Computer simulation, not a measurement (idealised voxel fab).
Title: Process Module voxel transistor to metal
Displayed cross-section: cut, width of 210 nm, square cells sized 5 nm.
A cross-section is written here as square cells arranged in a grid, and it is given in bands from the top down, each band taking up one or more rows of cells.
Band: top and bottom heights (nm) first, top before bottom; then materials from left to right, widths in nm. "throughout" marks a sole material filling the band edge to edge. "blank" denotes empty space.
Basically, 0 is our baseline, since under it the wafer straight out of the box is all one material. The bottom band has no lower end and keeps on going down, so it looks like "z 0 and below".
The width entry "30..40" should be interpreted row by row: the top row of cells in the band takes the first number, the bottom row takes the second number, and the change between adjacent rows is uniform throughout.
"no modification" -> step changed no cross-section cell.
Under "Closed cavities" you'll find the enclosed gaps, the ones with no way out to the top, that are 8 cells or bigger; each reads width x height at distance, with distance counted from the left edge, everything in nm.
It should be noted that, on the line of a given step, the content following the step's settings is a remark produced by the simulator itself with respect to that step.
Regarding "overlay nm": on a step with a mask, it is the distance the mask lay to the right of its planned place; a negative value places it to the left.

-- The process steps that were planned are listed below
step 1: RECEIVE,material Si
step 2: CONFORMAL_DEP,material SiO2,thk nm 5
step 3: CONFORMAL_DEP,material SiN,thk nm 15
step 4: MASKED_ETCH,tone cover,mask id ACTIVE,width nm 100,etch materials SiN,depth nm 15,overlay nm 0
step 5: MASKED_ETCH,tone cover,mask id ACTIVE,width nm 100,etch materials SiO2,depth nm 5,overlay nm 0
step 6: MASKED_ETCH,tone cover,mask id ACTIVE,width nm 100,etch materials Si,depth nm 25,overlay nm 0
step 7: OXIDIZE,depth nm 5
step 8: FILL_DEP,material SiO2,thk nm 10
step 9: CMP,height nm 20
step 10: SELECTIVE_ETCH,etch materials SiO2,depth nm 15
step 11: STRIP,etch materials SiN
step 12: SELECTIVE_ETCH,etch materials SiO2,depth nm 5
step 13: OXIDIZE,depth nm 5
step 14: DIRECTIONAL_DEP,material polySi,thk nm 30
step 15: DIRECTIONAL_DEP,material SiCN,thk nm 10
step 16: MASKED_ETCH,tone cover,mask id GATE,width nm 20,etch materials SiCN,depth nm 20,overlay nm 0
step 17: MASKED_ETCH,tone cover,mask id GATE,width nm 20,etch materials polySi,depth nm 40,overlay nm 0
step 18: CONFORMAL_DEP,material SiO2,thk nm 5
step 19: DIRECTIONAL_ETCH,etch materials SiO2,depth nm 5
step 20: CONFORMAL_DEP,material SiN,thk nm 5
step 21: DIRECTIONAL_ETCH,etch materials SiN,depth nm 5
step 22: DIRECTIONAL_ETCH,etch materials SiO2,depth nm 5
step 23: DIRECTIONAL_ETCH,etch materials Si,depth nm 15
step 24: EPI,material nSi,thk nm 20
step 25: FILL_DEP,material SiO2,thk nm 5
step 26: CMP,height nm 40
step 27: DIRECTIONAL_DEP,material SiO2,thk nm 10
step 28: DIRECTIONAL_DEP,material aC,thk nm 10
step 29: PATTERN,tone open,mask id CONTACT,material resist,width nm 15,pitch nm 75,thk nm 25,overlay nm 0
step 30: DIRECTIONAL_ETCH,etch materials aC,depth nm 10
step 31: STRIP,etch materials resist
step 32: DIRECTIONAL_ETCH,etch materials SiO2,depth nm 50
step 33: STRIP,etch materials aC
step 34: CONFORMAL_DEP,material TiN,thk nm 5
step 35: FILL_DEP,material Ru,thk nm 5
step 36: CMP,height nm 50
step 37: CONFORMAL_DEP,material SiCN,thk nm 5
step 38: DIRECTIONAL_DEP,material lowk,thk nm 20
step 39: MASKED_ETCH,tone open,mask id METAL_1,width nm 15,pitch nm 75,etch materials lowk,depth nm 20,overlay nm 0
step 40: MASKED_ETCH,tone open,mask id METAL_1,width nm 15,pitch nm 75,etch materials SiCN,depth nm 5,overlay nm 0
step 41: CONFORMAL_DEP,material TiN,thk nm 5
step 42: FILL_DEP,material Cu,thk nm 5
step 43: CMP,height nm 75
step 44: CONFORMAL_DEP,material SiCN,thk nm 5

-- The cross-section here shows the wafer as received, i.e. in its state after step 1
> z 0 and below: Si throughout
> Closed cavities: none

-- Looking at the first of two wafers in cross-section at end of module - ran to plan
> z 80 to 75: SiCN throughout
> z 75 to 55: 60 lowk, 5 TiN, 5 Cu, 5 TiN, 60 lowk, 5 TiN, 5 Cu, 5 TiN, 60 lowk
> z 55 to 50: 60 SiCN, 15 TiN, 60 SiCN, 15 TiN, 60 SiCN
> z 50 to 40: 60 SiO2, 5 TiN, 5 Ru, 5 TiN, 60 SiO2, 5 TiN, 5 Ru, 5 TiN, 60 SiO2
> z 40 to 30: 60 SiO2, 5 TiN, 5 Ru, 5 TiN, 10 SiO2, 5 SiN, 5 SiO2, 20 SiCN, 5 SiO2, 5 SiN, 10 SiO2, 5 TiN, 5 Ru, 5 TiN, 60 SiO2
> z 30 to 20: 60 SiO2, 5 TiN, 5 Ru, 5 TiN, 10 SiO2, 5 SiN, 5 SiO2, 20 polySi, 5 SiO2, 5 SiN, 10 SiO2, 5 TiN, 5 Ru, 5 TiN, 60 SiO2
> z 20 to 15: 60 SiO2, 15 TiN, 10 SiO2, 5 SiN, 5 SiO2, 20 polySi, 5 SiO2, 5 SiN, 10 SiO2, 15 TiN, 60 SiO2
> z 15 to 0: 60 SiO2, 5 TiN, 20 nSi, 5 SiN, 5 SiO2, 20 polySi, 5 SiO2, 5 SiN, 20 nSi, 5 TiN, 60 SiO2
> z 0 to -5: 55 SiO2, 30 nSi, 40 SiO2, 30 nSi, 55 SiO2
> z -5 to -20: 60 SiO2, 25 nSi, 40 Si, 25 nSi, 60 SiO2
> z -20 to -30: 60 SiO2, 90 Si, 60 SiO2
> z -30 and below: Si throughout
> Closed cavities: none

-- Same start, same plan as the first wafer - but one mistake in the run. Cross-section of the second of the two at the end of the module
> z 80 to 75: SiCN throughout
> z 75 to 55: 60 lowk, 5 TiN, 5 Cu, 5 TiN, 60 lowk, 5 TiN, 5 Cu, 5 TiN, 60 lowk
> z 55 to 50: 60 SiCN, 15 TiN, 60 SiCN, 15 TiN, 60 SiCN
> z 50 to 40: 55 SiO2, 5 TiN, 5 Ru, 5 TiN, 60 SiO2, 5 TiN, 5 Ru, 5 TiN, 65 SiO2
> z 40 to 30: 55 SiO2, 5 TiN, 5 Ru, 5 TiN, 15 SiO2, 5 SiN, 5 SiO2, 20 SiCN, 5 SiO2, 5 SiN, 5 SiO2, 5 TiN, 5 Ru, 5 TiN, 65 SiO2
> z 30 to 20: 55 SiO2, 5 TiN, 5 Ru, 5 TiN, 15 SiO2, 5 SiN, 5 SiO2, 20 polySi, 5 SiO2, 5 SiN, 5 SiO2, 5 TiN, 5 Ru, 5 TiN, 65 SiO2
> z 20 to 15: 55 SiO2, 15 TiN, 15 SiO2, 5 SiN, 5 SiO2, 20 polySi, 5 SiO2, 5 SiN, 5 SiO2, 15 TiN, 65 SiO2
> z 15 to 0: 55 SiO2, 10 TiN, 20 nSi, 5 SiN, 5 SiO2, 20 polySi, 5 SiO2, 5 SiN, 20 nSi, 65 SiO2
> z 0 to -5: 55 SiO2, 30 nSi, 40 SiO2, 30 nSi, 55 SiO2
> z -5 to -20: 60 SiO2, 25 nSi, 40 Si, 25 nSi, 60 SiO2
> z -20 to -30: 60 SiO2, 90 Si, 60 SiO2
> z -30 and below: Si throughout
> Closed cavities: none
Deviation noted in wafer processing: step 29 went in with a setting other than planned; the actual run was PATTERN,tone open,mask id CONTACT,material resist,width nm 15,pitch nm 75,thk nm 25,overlay nm -5
By the end, you'd get the same cell count for each material on either wafer, but the second wafer puts them somewhere else.
